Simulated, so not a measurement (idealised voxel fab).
The following is a process module called voxel air gaps.
Square cells of 5 nm make up the cross-section cut, whose width is 215 nm.
Format of a cross-section: grid, square cells. Given as bands. Order: top down. Band: one or more rows of cells. For a band, the entry starts with two heights in nm, that of the top and then that of the bottom, and carries on with the band's materials in order from left to right, each alongside its width in nm; the word "everywhere" beside a single material means it fills the band edge to edge, and "air" means empty space. Below 0: as-received wafer, all one material; heights counted from there. Lowest band: no bottom, goes on down, written "0..down". You'd read "30->40" like this: the band's top row of cells is as wide as the first number, its bottom row is as wide as the second, and going down, every row changes width by the same amount as the row before did. The cross-section has no changed cell in any step marked "remained the same". The list in "Sealed internal voids" covers empty spaces of 8 cells or more that cannot reach the top through any open way, and it gives each as width x height at distance; the distance is from the left edge, and width, height and distance are in nm. after a step's settings: what the simulator itself notes on the step. overlay nm: how far to the right of its planned place the mask lay on this masked step (negative: to the left).

THIS SECTION LISTS THE PROCESS STEPS THAT WERE PLANNED
- 1: RECEIVE: material Si
- 2: CONFORMAL_DEP: material SiO2, thk nm 15
- 3: CONFORMAL_DEP: material SiN, thk nm 5
- 4: DIRECTIONAL_DEP: material SiO2, thk nm 40
- 5: MASKED_ETCH: tone open, mask id LINES, width nm 25, pitch nm 55, etch materials SiO2, depth nm 40, overlay nm 0
- 6: CONFORMAL_DEP: material TiN, thk nm 5
- 7: FILL_DEP: material Cu, thk nm 5
- 8: CMP: height nm 60
- 9: EPI: material Ru, thk nm 10
- 10: SELECTIVE_ETCH: etch materials SiO2, depth nm 50
- 11: CONFORMAL_DEP: material SiCN, thk nm 5

FIRST OF TWO WAFERS, WITH THE RUN CARRIED OUT AS PLANNED

CROSS-SECTION OF THE WAFER AS IT CAME TO US, I.E., ALREADY THROUGH STEP 1
	0..down  Si everywhere
	Sealed internal voids: none

AFTER STEP 2, IN CROSS-SECTION
	15..0  SiO2 everywhere
	Below 0, the layers are the same as they were.

AFTER STEP 3, IN CROSS-SECTION
	20..15  SiN everywhere
	Below 15, the layers are the same as they were.

AFTER STEP 4, IN CROSS-SECTION
	60..20  SiO2 everywhere
	Below 20, the layers are the same as they were.

AFTER STEP 5, IN CROSS-SECTION
	60..20  40 SiO2, then 25 air, then 30 SiO2, then 25 air, then 30 SiO2, then 25 air, then 40 SiO2
	Below 20, the layers are the same as they were.

AFTER STEP 6, IN CROSS-SECTION
	65..60  45 TiN, then 15 air, then 40 TiN, then 15 air, then 40 TiN, then 15 air, then 45 TiN
	60..25  40 SiO2, then 5 TiN, then 15 air, then 5 TiN, then 30 SiO2, then 5 TiN, then 15 air, then 5 TiN, then 30 SiO2, then 5 TiN, then 15 air, then 5 TiN, then 40 SiO2
	25..20  40 SiO2, then 25 TiN, then 30 SiO2, then 25 TiN, then 30 SiO2, then 25 TiN, then 40 SiO2
	Below 20, the layers are the same as they were.

AFTER STEP 7, IN CROSS-SECTION
	70..65  Cu everywhere
	65..60  45 TiN, then 15 Cu, then 40 TiN, then 15 Cu, then 40 TiN, then 15 Cu, then 45 TiN
	60..25  40 SiO2, then 5 TiN, then 15 Cu, then 5 TiN, then 30 SiO2, then 5 TiN, then 15 Cu, then 5 TiN, then 30 SiO2, then 5 TiN, then 15 Cu, then 5 TiN, then 40 SiO2
	Below 25, the layers are the same as they were.

AFTER STEP 8, IN CROSS-SECTION
	60..25  40 SiO2, then 5 TiN, then 15 Cu, then 5 TiN, then 30 SiO2, then 5 TiN, then 15 Cu, then 5 TiN, then 30 SiO2, then 5 TiN, then 15 Cu, then 5 TiN, then 40 SiO2
	Below 25, the layers are the same as they were.

AFTER STEP 9, IN CROSS-SECTION
	70..60  30 air, then 45 Ru, then 10 air, then 45 Ru, then 10 air, then 45 Ru, then 30 air
	Below 60, the layers are the same as they were.

AFTER STEP 10, IN CROSS-SECTION
	70..60  30 air, then 45 Ru, then 10 air, then 45 Ru, then 10 air, then 45 Ru, then 30 air
	60..25  40 air, then 5 TiN, then 15 Cu, then 5 TiN, then 30 air, then 5 TiN, then 15 Cu, then 5 TiN, then 30 air, then 5 TiN, then 15 Cu, then 5 TiN, then 40 air
	25..20  40 air, then 25 TiN, then 30 air, then 25 TiN, then 30 air, then 25 TiN, then 40 air
	Below 20, the layers are the same as they were.

AFTER STEP 11, IN CROSS-SECTION
	75..70  25 air, then 165 SiCN, then 25 air
	70..60  25 air, then 5 SiCN, then 45 Ru, then 10 SiCN, then 45 Ru, then 10 SiCN, then 45 Ru, then 5 SiCN, then 25 air
	60..55  25 air, then 15 SiCN, then 5 TiN, then 15 Cu, then 5 TiN, then 30 SiCN, then 5 TiN, then 15 Cu, then 5 TiN, then 30 SiCN, then 5 TiN, then 15 Cu, then 5 TiN, then 15 SiCN, then 25 air
	55..25  35 air, then 5 SiCN, then 5 TiN, then 15 Cu, then 5 TiN, then 5 SiCN, then 20 air, then 5 SiCN, then 5 TiN, then 15 Cu, then 5 TiN, then 5 SiCN, then 20 air, then 5 SiCN, then 5 TiN, then 15 Cu, then 5 TiN, then 5 SiCN, then 35 air
	25..20  40 SiCN, then 25 TiN, then 30 SiCN, then 25 TiN, then 30 SiCN, then 25 TiN, then 40 SiCN
	Below 20, the layers are the same as they were.
	Sealed internal voids: 20 x 30 at 70; 20 x 30 at 125

THE SECOND WAFER BEGAN EXACTLY AS THE FIRST DID AND FOLLOWED THE SAME PLAN, BUT ONE MISTAKE WAS MADE WHILE RUNNING IT; THROUGH STEP 1 INCLUSIVE, THE TWO WAFERS ARE IDENTICAL

HERE IS THE SECOND WAFER IN CROSS-SECTION AT THE POINT WHERE STEP 2 OF THE PLAN SHOULD HAVE BEEN DONE
	5..0  SiO2 everywhere
	Below 0, the layers are the same as they were.

HERE IS THE SECOND WAFER IN CROSS-SECTION AT THE POINT WHERE STEP 3 OF THE PLAN SHOULD HAVE BEEN DONE
	10..5  SiN everywhere
	Below 5, the layers are the same as they were.

HERE IS THE SECOND WAFER IN CROSS-SECTION AT THE POINT WHERE STEP 4 OF THE PLAN SHOULD HAVE BEEN DONE
	50..10  SiO2 everywhere
	Below 10, the layers are the same as they were.

HERE IS THE SECOND WAFER IN CROSS-SECTION AT THE POINT WHERE STEP 5 OF THE PLAN SHOULD HAVE BEEN DONE
	50..10  40 SiO2, then 25 air, then 30 SiO2, then 25 air, then 30 SiO2, then 25 air, then 40 SiO2
	Below 10, the layers are the same as they were.

HERE IS THE SECOND WAFER IN CROSS-SECTION AT THE POINT WHERE STEP 6 OF THE PLAN SHOULD HAVE BEEN DONE
	55..50  45 TiN, then 15 air, then 40 TiN, then 15 air, then 40 TiN, then 15 air, then 45 TiN
	50..15  40 SiO2, then 5 TiN, then 15 air, then 5 TiN, then 30 SiO2, then 5 TiN, then 15 air, then 5 TiN, then 30 SiO2, then 5 TiN, then 15 air, then 5 TiN, then 40 SiO2
	15..10  40 SiO2, then 25 TiN, then 30 SiO2, then 25 TiN, then 30 SiO2, then 25 TiN, then 40 SiO2
	Below 10, the layers are the same as they were.

HERE IS THE SECOND WAFER IN CROSS-SECTION AT THE POINT WHERE STEP 7 OF THE PLAN SHOULD HAVE BEEN DONE
	60..55  Cu everywhere
	55..50  45 TiN, then 15 Cu, then 40 TiN, then 15 Cu, then 40 TiN, then 15 Cu, then 45 TiN
	50..15  40 SiO2, then 5 TiN, then 15 Cu, then 5 TiN, then 30 SiO2, then 5 TiN, then 15 Cu, then 5 TiN, then 30 SiO2, then 5 TiN, then 15 Cu, then 5 TiN, then 40 SiO2
	Below 15, the layers are the same as they were.

Here is the second wafer in cross-section at the point where step 8 of the plan should have been done: remained the same

HERE IS THE SECOND WAFER IN CROSS-SECTION AT THE POINT WHERE STEP 9 OF THE PLAN SHOULD HAVE BEEN DONE
	70..60  Ru everywhere
	Below 60, the layers are the same as they were.

Here is the second wafer in cross-section at the point where step 10 of the plan should have been done: remained the same

HERE IS THE SECOND WAFER IN CROSS-SECTION AT THE POINT WHERE STEP 11 OF THE PLAN SHOULD HAVE BEEN DONE
	75..70  SiCN everywhere
	Below 70, the layers are the same as they were.
what went wrong: step 2 was run on a setting that differed from the plan, and what really ran there is CONFORMAL_DEP: material SiO2, thk nm 5
The final cell counts differ between the wafers, with the second having more or fewer of some materials than the first: Cu +52 | Ru +32 | SiCN -84 | SiO2 +138 | TiN +34
The closed voids present at the end amount to 2 for the first wafer and 0 for the second wafer.
